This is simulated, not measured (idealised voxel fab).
process module | voxel wiring stack
cross-section cut | 140 nm wide | cells 5 nm
A cross-section is a grid of square cells, given in bands from the top down. A band is one or more rows of cells.
Each band's line starts with the height of the band's top and of its bottom, in nm. Then come its materials from left to right, each with its width in nm. One material with "throughout" fills the band from edge to edge. "air" is empty space.
Height 0 is the level under which the wafer as received is all one material. The lowest band goes on downwards, as in "0 down".
A width such as "30 to 40" changes by the same amount from each row of cells to the next, from the band's top row to its bottom row.
"no change" after a step means that no cell of the cross-section changed.
closed voids: empty space of 8 cells or more with no open way to the top, each as width x height at its distance from the left edge, in nm
after a step's settings: what the simulator itself notes on the step
overlay nm, on a step with a mask: how far to the right of its planned place the mask lay; to the left if negative
plan
1 op RECEIVE | material Si
2 op CONFORMAL_DEP | material SiO2 | thk nm 15
3 op DIRECTIONAL_DEP | material TiN | thk nm 5
4 op DIRECTIONAL_DEP | material Ru | thk nm 25
5 op MASKED_ETCH | tone cover | mask id METAL_1 | width nm 25 | pitch nm 40 | etch materials Ru | depth nm 25 | overlay nm 0
6 op MASKED_ETCH | tone cover | mask id METAL_1 | width nm 25 | pitch nm 40 | etch materials TiN | depth nm 5 | overlay nm 0
7 op FILL_DEP | material lowk | thk nm 5
8 op CMP | height nm 45
9 op CONFORMAL_DEP | material SiCN | thk nm 5
10 op DIRECTIONAL_DEP | material lowk | thk nm 20
11 op MASKED_ETCH | tone open | mask id PLUG_1 | width nm 15 | pitch nm 80 | etch materials lowk | depth nm 20 | overlay nm 0
12 op MASKED_ETCH | tone open | mask id PLUG_1 | width nm 15 | pitch nm 80 | etch materials SiCN | depth nm 5 | overlay nm 0
13 op EPI | material Ru | thk nm 10
14 op EPI | material Ru | thk nm 10
15 op EPI | material Ru | thk nm 5
16 op CONFORMAL_DEP | material SiCN | thk nm 5
17 op DIRECTIONAL_DEP | material SiO2 | thk nm 25
18 op MASKED_ETCH | tone open | mask id METAL_2 | width nm 25 | pitch nm 40 | etch materials SiO2 | depth nm 25 | overlay nm 0
19 op MASKED_ETCH | tone open | mask id METAL_2 | width nm 25 | pitch nm 40 | etch materials SiCN | depth nm 5 | overlay nm 0
20 op CONFORMAL_DEP | material TiN | thk nm 5
21 op FILL_DEP | material Cu | thk nm 5
22 op CMP | height nm 100
23 op EPI | material Ru | thk nm 5
24 op FILL_DEP | material SiCN | thk nm 5
as received, after step 1
  0 down: Si throughout
  closed voids: none
a wafer at the end: this start, this plan, one mistake
  110 to 105: SiCN throughout
  105 to 100: SiCN 15 | Ru 30 | SiCN 10 | Ru 30 | SiCN 10 | Ru 30 | SiCN 15
  100 to 75: SiO2 20 | TiN 5 | Cu 10 | TiN 5 | SiO2 20 | TiN 5 | Cu 10 | TiN 5 | SiO2 20 | TiN 5 | Cu 10 | TiN 5 | SiO2 20
  75 to 70: SiCN 20 | TiN 20 | SiCN 20 | TiN 20 | SiCN 20 | TiN 20 | SiCN 20
  70 to 50: lowk 15 | Ru 15 | lowk 65 | Ru 15 | lowk 30
  50 to 45: SiCN 15 | Ru 15 | SiCN 65 | Ru 15 | SiCN 30
  45 to 20: lowk 15 | Ru 25 | lowk 15 | Ru 25 | lowk 15 | Ru 25 | lowk 20
  20 to 15: lowk 15 | TiN 25 | lowk 15 | TiN 25 | lowk 15 | TiN 25 | lowk 20
  15 to 0: SiO2 throughout
  0 down: Si throughout
  closed voids: none
what went wrong: step 18 ran as: op MASKED_ETCH | tone open | mask id METAL_2 | width nm 20 | pitch nm 40 | etch materials SiO2 | depth nm 25 | overlay nm 0
